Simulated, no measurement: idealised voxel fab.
process module | voxel capacitor over wiring
cross-section cut | 265 nm wide | cells 5 nm
A cross-section is a grid of square cells, given in bands from the top down. A band is one or more rows of cells.
Each band's line starts with the height of the band's top and of its bottom, in nm. Then come its materials from left to right, each with its width in nm. One material with "throughout" fills the band from edge to edge. "air" is empty space.
Height 0 is the level under which the wafer as received is all one material. The lowest band goes on downwards, as in "0 down".
A width such as "30 to 40" changes by the same amount from each row of cells to the next, from the band's top row to its bottom row.
"no change" after a step means that no cell of the cross-section changed.
closed voids: empty space of 8 cells or more with no open way to the top, each as width x height at its distance from the left edge, in nm
after a step's settings: what the simulator itself notes on the step
overlay nm, on a step with a mask: how far to the right of its planned place the mask lay; to the left if negative
plan
1 op RECEIVE | material Si
2 op CONFORMAL_DEP | material SiO2 | thk nm 10
3 op DIRECTIONAL_DEP | material TiN | thk nm 5
4 op DIRECTIONAL_DEP | material W | thk nm 20
5 op PATTERN | tone cover | mask id METAL_1 | material resist | width nm 25 | pitch nm 75 | thk nm 20 | overlay nm 0
6 op DIRECTIONAL_ETCH | etch materials W | depth nm 20
7 op DIRECTIONAL_ETCH | etch materials TiN | depth nm 5
8 op STRIP | etch materials resist
9 op FILL_DEP | material lowk | thk nm 10
10 op CMP | height nm 35
11 op CONFORMAL_DEP | material SiCN | thk nm 5
12 op DIRECTIONAL_DEP | material lowk | thk nm 20
13 op DIRECTIONAL_DEP | material aC | thk nm 15
14 op PATTERN | tone open | mask id PLUG_1 | material resist | width nm 15 | thk nm 30 | overlay nm 0
15 op DIRECTIONAL_ETCH | etch materials aC | depth nm 15
16 op STRIP | etch materials resist
17 op DIRECTIONAL_ETCH | etch materials lowk | depth nm 20
18 op DIRECTIONAL_ETCH | etch materials SiCN | depth nm 5
19 op STRIP | etch materials aC
20 op EPI | material Ru | thk nm 10
21 op EPI | material Ru | thk nm 10
22 op EPI | material Ru | thk nm 5
23 op DIRECTIONAL_DEP | material TiN | thk nm 5
24 op DIRECTIONAL_DEP | material SiN | thk nm 5
25 op DIRECTIONAL_DEP | material TiN | thk nm 10
26 op DIRECTIONAL_DEP | material aC | thk nm 15
27 op PATTERN | tone cover | mask id UPPER_PLATE | material resist | width nm 55 | thk nm 30 | overlay nm 0
28 op DIRECTIONAL_ETCH | etch materials aC | depth nm 15
29 op STRIP | etch materials resist
30 op DIRECTIONAL_ETCH | etch materials TiN | depth nm 10
31 op DIRECTIONAL_ETCH | etch materials SiN | depth nm 5
32 op STRIP | etch materials aC
33 op MASKED_ETCH | tone cover | mask id LOWER_PLATE | width nm 65 | etch materials TiN | depth nm 5 | overlay nm 0
34 op FILL_DEP | material SiO2 | thk nm 15
35 op CMP | height nm 90
36 op DIRECTIONAL_DEP | material aC | thk nm 15
37 op PATTERN | tone open | mask id PLUG_2 | material resist | width nm 15 | thk nm 30 | overlay nm 0
38 op DIRECTIONAL_ETCH | etch materials aC | depth nm 15
39 op STRIP | etch materials resist
40 op DIRECTIONAL_ETCH | etch materials SiO2 | depth nm 10
41 op STRIP | etch materials aC
42 op CONFORMAL_DEP | material TiN | thk nm 5
43 op FILL_DEP | material W | thk nm 10
44 op CMP | height nm 90
45 op CONFORMAL_DEP | material SiCN | thk nm 5
first wafer, as planned
as received, after step 1
  0 down: Si throughout
  closed voids: none
after step 2
  10 to 0: SiO2 throughout
  below 0: unchanged
after step 3
  15 to 10: TiN throughout
  below 10: unchanged
after step 4
  35 to 15: W throughout
  below 15: unchanged
after step 5
  55 to 35: air 80 | resist 25 | air 50 | resist 25 | air 85
  below 35: unchanged
after step 6
  55 to 35: air 80 | resist 25 | air 50 | resist 25 | air 85
  35 to 15: air 80 | W 25 | air 50 | W 25 | air 85
  below 15: unchanged
after step 7
  55 to 35: air 80 | resist 25 | air 50 | resist 25 | air 85
  35 to 15: air 80 | W 25 | air 50 | W 25 | air 85
  15 to 10: air 80 | TiN 25 | air 50 | TiN 25 | air 85
  below 10: unchanged
after step 8
  35 to 15: air 80 | W 25 | air 50 | W 25 | air 85
  below 15: unchanged
after step 9
  45 to 35: lowk throughout
  35 to 15: lowk 80 | W 25 | lowk 50 | W 25 | lowk 85
  15 to 10: lowk 80 | TiN 25 | lowk 50 | TiN 25 | lowk 85
  below 10: unchanged
after step 10
  35 to 15: lowk 80 | W 25 | lowk 50 | W 25 | lowk 85
  below 15: unchanged
after step 11
  40 to 35: SiCN throughout
  below 35: unchanged
after step 12
  60 to 40: lowk throughout
  below 40: unchanged
after step 13
  75 to 60: aC throughout
  below 60: unchanged
after step 14
  105 to 75: resist 90 | air 15 | resist 160
  below 75: unchanged
after step 15
  90 to 75: resist 90 | air 15 | resist 160
  75 to 60: aC 90 | air 15 | aC 160
  below 60: unchanged
after step 16
  75 to 60: aC 90 | air 15 | aC 160
  below 60: unchanged
after step 17
  75 to 60: aC 90 | air 15 | aC 160
  60 to 40: lowk 90 | air 15 | lowk 160
  below 40: unchanged
after step 18
  75 to 60: aC 90 | air 15 | aC 160
  60 to 40: lowk 90 | air 15 | lowk 160
  40 to 35: SiCN 90 | air 15 | SiCN 160
  below 35: unchanged
after step 19
  60 to 40: lowk 90 | air 15 | lowk 160
  below 40: unchanged
after step 20
  60 to 45: lowk 90 | air 15 | lowk 160
  45 to 40: lowk 90 | Ru 15 | lowk 160
  40 to 35: SiCN 90 | Ru 15 | SiCN 160
  below 35: unchanged
after step 21
  60 to 55: lowk 90 | air 15 | lowk 160
  55 to 40: lowk 90 | Ru 15 | lowk 160
  below 40: unchanged
after step 22
  60 to 40: lowk 90 | Ru 15 | lowk 160
  below 40: unchanged
after step 23
  65 to 60: TiN throughout
  below 60: unchanged
after step 24
  70 to 65: SiN throughout
  below 65: unchanged
after step 25
  80 to 70: TiN throughout
  below 70: unchanged
after step 26
  95 to 80: aC throughout
  below 80: unchanged
after step 27
  125 to 95: air 90 | resist 55 | air 120
  below 95: unchanged
after step 28
  110 to 95: air 90 | resist 55 | air 120
  95 to 80: air 90 | aC 55 | air 120
  below 80: unchanged
after step 29
  95 to 80: air 90 | aC 55 | air 120
  below 80: unchanged
after step 30
  95 to 80: air 90 | aC 55 | air 120
  80 to 70: air 90 | TiN 55 | air 120
  below 70: unchanged
after step 31
  95 to 80: air 90 | aC 55 | air 120
  80 to 70: air 90 | TiN 55 | air 120
  70 to 65: air 90 | SiN 55 | air 120
  below 65: unchanged
after step 32
  80 to 70: air 90 | TiN 55 | air 120
  below 70: unchanged
after step 33
  80 to 70: air 90 | TiN 55 | air 120
  70 to 65: air 90 | SiN 55 | air 120
  65 to 60: air 85 | TiN 65 | air 115
  below 60: unchanged
after step 34
  95 to 80: SiO2 throughout
  80 to 70: SiO2 90 | TiN 55 | SiO2 120
  70 to 65: SiO2 90 | SiN 55 | SiO2 120
  65 to 60: SiO2 85 | TiN 65 | SiO2 115
  below 60: unchanged
after step 35
  90 to 80: SiO2 throughout
  below 80: unchanged
after step 36
  105 to 90: aC throughout
  below 90: unchanged
after step 37
  135 to 105: resist 100 | air 15 | resist 150
  below 105: unchanged
after step 38
  120 to 105: resist 100 | air 15 | resist 150
  105 to 90: aC 100 | air 15 | aC 150
  below 90: unchanged
after step 39
  105 to 90: aC 100 | air 15 | aC 150
  below 90: unchanged
after step 40
  105 to 90: aC 100 | air 15 | aC 150
  90 to 80: SiO2 100 | air 15 | SiO2 150
  below 80: unchanged
after step 41
  90 to 80: SiO2 100 | air 15 | SiO2 150
  below 80: unchanged
after step 42
  95 to 90: TiN 105 | air 5 | TiN 155
  90 to 85: SiO2 100 | TiN 5 | air 5 | TiN 5 | SiO2 150
  85 to 80: SiO2 100 | TiN 15 | SiO2 150
  below 80: unchanged
after step 43
  105 to 95: W throughout
  95 to 90: TiN 105 | W 5 | TiN 155
  90 to 85: SiO2 100 | TiN 5 | W 5 | TiN 5 | SiO2 150
  below 85: unchanged
after step 44
  90 to 85: SiO2 100 | TiN 5 | W 5 | TiN 5 | SiO2 150
  below 85: unchanged
after step 45
  95 to 90: SiCN throughout
  below 90: unchanged
second wafer: like start, like plan, one mistake. Through step 13 it matches the first wafer
when step 14 should have ended
  105 to 75: resist 85 | air 25 | resist 155
  below 75: unchanged
when step 15 should have ended
  90 to 75: resist 85 | air 25 | resist 155
  75 to 60: aC 85 | air 25 | aC 155
  below 60: unchanged
when step 16 should have ended
  75 to 60: aC 85 | air 25 | aC 155
  below 60: unchanged
when step 17 should have ended
  75 to 60: aC 85 | air 25 | aC 155
  60 to 40: lowk 85 | air 25 | lowk 155
  below 40: unchanged
when step 18 should have ended
  75 to 60: aC 85 | air 25 | aC 155
  60 to 40: lowk 85 | air 25 | lowk 155
  40 to 35: SiCN 85 | air 25 | SiCN 155
  below 35: unchanged
when step 19 should have ended
  60 to 40: lowk 85 | air 25 | lowk 155
  below 40: unchanged
when step 20 should have ended
  60 to 45: lowk 85 | air 25 | lowk 155
  45 to 40: lowk 85 | Ru 25 | lowk 155
  40 to 35: SiCN 85 | Ru 25 | SiCN 155
  below 35: unchanged
when step 21 should have ended
  60 to 55: lowk 85 | air 25 | lowk 155
  55 to 40: lowk 85 | Ru 25 | lowk 155
  below 40: unchanged
when step 22 should have ended
  60 to 40: lowk 85 | Ru 25 | lowk 155
  below 40: unchanged
when step 23 should have ended
  65 to 60: TiN throughout
  below 60: unchanged
when step 24 should have ended
  70 to 65: SiN throughout
  below 65: unchanged
when step 25 should have ended
  80 to 70: TiN throughout
  below 70: unchanged
when step 26 should have ended
  95 to 80: aC throughout
  below 80: unchanged
when step 27 should have ended
  125 to 95: air 90 | resist 55 | air 120
  below 95: unchanged
when step 28 should have ended
  110 to 95: air 90 | resist 55 | air 120
  95 to 80: air 90 | aC 55 | air 120
  below 80: unchanged
when step 29 should have ended
  95 to 80: air 90 | aC 55 | air 120
  below 80: unchanged
when step 30 should have ended
  95 to 80: air 90 | aC 55 | air 120
  80 to 70: air 90 | TiN 55 | air 120
  below 70: unchanged
when step 31 should have ended
  95 to 80: air 90 | aC 55 | air 120
  80 to 70: air 90 | TiN 55 | air 120
  70 to 65: air 90 | SiN 55 | air 120
  below 65: unchanged
when step 32 should have ended
  80 to 70: air 90 | TiN 55 | air 120
  below 70: unchanged
when step 33 should have ended
  80 to 70: air 90 | TiN 55 | air 120
  70 to 65: air 90 | SiN 55 | air 120
  65 to 60: air 85 | TiN 65 | air 115
  below 60: unchanged
when step 34 should have ended
  95 to 80: SiO2 throughout
  80 to 70: SiO2 90 | TiN 55 | SiO2 120
  70 to 65: SiO2 90 | SiN 55 | SiO2 120
  65 to 60: SiO2 85 | TiN 65 | SiO2 115
  below 60: unchanged
when step 35 should have ended
  90 to 80: SiO2 throughout
  below 80: unchanged
when step 36 should have ended
  105 to 90: aC throughout
  below 90: unchanged
when step 37 should have ended
  135 to 105: resist 100 | air 15 | resist 150
  below 105: unchanged
when step 38 should have ended
  120 to 105: resist 100 | air 15 | resist 150
  105 to 90: aC 100 | air 15 | aC 150
  below 90: unchanged
when step 39 should have ended
  105 to 90: aC 100 | air 15 | aC 150
  below 90: unchanged
when step 40 should have ended
  105 to 90: aC 100 | air 15 | aC 150
  90 to 80: SiO2 100 | air 15 | SiO2 150
  below 80: unchanged
when step 41 should have ended
  90 to 80: SiO2 100 | air 15 | SiO2 150
  below 80: unchanged
when step 42 should have ended
  95 to 90: TiN 105 | air 5 | TiN 155
  90 to 85: SiO2 100 | TiN 5 | air 5 | TiN 5 | SiO2 150
  85 to 80: SiO2 100 | TiN 15 | SiO2 150
  below 80: unchanged
when step 43 should have ended
  105 to 95: W throughout
  95 to 90: TiN 105 | W 5 | TiN 155
  90 to 85: SiO2 100 | TiN 5 | W 5 | TiN 5 | SiO2 150
  below 85: unchanged
when step 44 should have ended
  90 to 85: SiO2 100 | TiN 5 | W 5 | TiN 5 | SiO2 150
  below 85: unchanged
when step 45 should have ended
  95 to 90: SiCN throughout
  below 90: unchanged
what went wrong: step 14 ran as: op PATTERN | tone open | mask id PLUG_1 | material resist | width nm 25 | thk nm 30 | overlay nm 0
at the end the second wafer has, in cells: 10 more of Ru | 2 fewer of SiCN | 8 fewer of lowk
